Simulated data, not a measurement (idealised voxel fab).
The following is a process module called voxel lift off.
The cross-section shown here is cut; it is 170 nm wide and divided into square cells measuring 5 nm on a side.
Bands, listed from the top down, are how a cross-section gets written in this document; the cross-section itself is a grid of square cells, and a band is one or more rows of them. Look at the band entry: it leads with the top's height and the bottom's height in nm. Then it lists the materials left to right, with a width in nm for each. The word "throughout" on a single material says that material fills the band edge to edge. The word "air" is empty space. Zero point of the height axis is 0; under it, received wafer = one material. Lowest band: continues down indefinitely, "0 nm and below". Width "30->40": first value at the band's top row of cells, second value at its bottom row, equal change from row to row. When a step is marked "everything unchanged", none of the cells in the cross-section changed during that step. "Enclosed void inventory": empty spaces of 8 cells or more with no open way to the top, each given as width x height at distance, distance from the left edge, all in nm. Read whatever lies past the settings on a step's line as the simulator's own remark about the step. The setting "overlay nm" may be written on the line of a step. When the step uses a mask, the value reports how far to the right of the planned place the mask lay, and a negative value reports that it lay to the left.

-- Process steps (planned)
1 RECEIVE: material Si
2 CONFORMAL_DEP: material SiO2, thk nm 15
3 PATTERN: tone open, mask id LINES, material resist, width nm 15, pitch nm 55, thk nm 15, overlay nm 0
4 DIRECTIONAL_DEP: material Ru, thk nm 5
5 STRIP: etch materials resist
6 CONFORMAL_DEP: material SiO2, thk nm 5
Variable across wafers: step 3 width nm (plan value is that of the first wafer; starting state common to all).

-- The first of several wafers in cross-section, exactly as it reached us after step 1
0 nm and below  Si throughout
Enclosed void inventory: none

-- At the end of the module, after its last step, step 6, the first of several wafers appears in cross-section as follows
25 nm to 20 nm  air 15 nm / SiO2 25 nm / air 30 nm / SiO2 25 nm / air 30 nm / SiO2 25 nm / air 20 nm
20 nm to 15 nm  SiO2 20 nm / Ru 15 nm / SiO2 40 nm / Ru 15 nm / SiO2 40 nm / Ru 15 nm / SiO2 25 nm
15 nm to 0 nm  SiO2 throughout
0 nm and below  Si throughout
Enclosed void inventory: none

-- X-section, last wafer, module end
25 nm to 20 nm  air 10 nm / SiO2 40 nm / air 15 nm / SiO2 40 nm / air 15 nm / SiO2 40 nm / air 10 nm
20 nm to 15 nm  SiO2 15 nm / Ru 30 nm / SiO2 25 nm / Ru 30 nm / SiO2 25 nm / Ru 30 nm / SiO2 15 nm
15 nm to 0 nm  SiO2 throughout
0 nm and below  Si throughout
Enclosed void inventory: none

-- Heads up, this table goes wafer by wafer. A row tells you, at the end of the module, how many cells of each material that wafer has put on (+) or dropped (-) since it was received, and then its closed voids
width nm 15; +9 Ru; +142 SiO2; Enclosed void inventory: none
width nm 20; +12 Ru; +142 SiO2; Enclosed void inventory: none
width nm 25; +15 Ru; +142 SiO2; Enclosed void inventory: none
width nm 30; +18 Ru; +142 SiO2; Enclosed void inventory: none
